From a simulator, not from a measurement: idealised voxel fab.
Presented below is a process module, voxel spacer lines.
It is cross-section cut that appears here, measuring 230 nm in width, its square cells being 5 nm in size.
Reading order for cross-sections: top band down to bottom band. Underlying form: a grid of square cells. Band size: one or more rows of cells. Heads up on the band format: heights come first, top then bottom, in nm. After that it's the materials left to right, each with its width in nm. A single material flagged "everywhere" fills the whole band edge to edge, and "air" means there's empty space there. Heights are measured from 0, the level below which the as-received wafer is all one material; the lowest band has no bottom and continues downward, written as in "z 0 and below". Graded width ("30 to 40"): value in top row of band = first number; value in bottom row = second number; row-to-row change constant. You'll sometimes find "everything unchanged" written for a step, and that's the way of saying that nowhere in the cross-section did a cell change during that step. What "Trapped voids" gives you is every empty space of 8 cells or more that is cut off from the top. Each appears as width x height at distance, with the distance taken from the left edge and width, height and distance all in nm. Note: text after step settings on the step line = simulator remark on that step. overlay nm: mask offset rightward from planned place, masked step; negative means leftward offset.

[The planned process steps are enumerated hereunder]
1 RECEIVE | material Si
2 CONFORMAL_DEP | material SiO2 | thk nm 5
3 DIRECTIONAL_DEP | material polySi | thk nm 10
4 DIRECTIONAL_DEP | material aC | thk nm 20
5 PATTERN | tone cover | mask id MANDREL | material resist | width nm 20 | pitch nm 70 | thk nm 25 | overlay nm 0
6 DIRECTIONAL_ETCH | etch materials aC | depth nm 20
7 STRIP | etch materials resist
8 CONFORMAL_DEP | material SiN | thk nm 15
9 DIRECTIONAL_ETCH | etch materials SiN | depth nm 15
10 STRIP | etch materials aC
11 DIRECTIONAL_ETCH | etch materials polySi | depth nm 10
12 STRIP | etch materials SiN
13 FILL_DEP | material lowk | thk nm 10
14 CMP | height nm 15

[as received, after step 1]
> z 0 and below  Si everywhere
> Trapped voids: none

[Final wafer profile in cross-section after the module, from the same start and plan as above, with one mistake made during processing]
> z 15 to 10  lowk everywhere
> z 10 to 5  lowk: 55, polySi: 15, lowk: 20, polySi: 15, lowk: 20, polySi: 15, lowk: 20, polySi: 15, lowk: 55
> z 5 to 0  SiO2 everywhere
> z 0 and below  Si everywhere
> Trapped voids: none
What was the processing mistake? it should be noted that step 3 was executed with settings other than those planned, the operation and settings actually applied being DIRECTIONAL_DEP | material polySi | thk nm 5
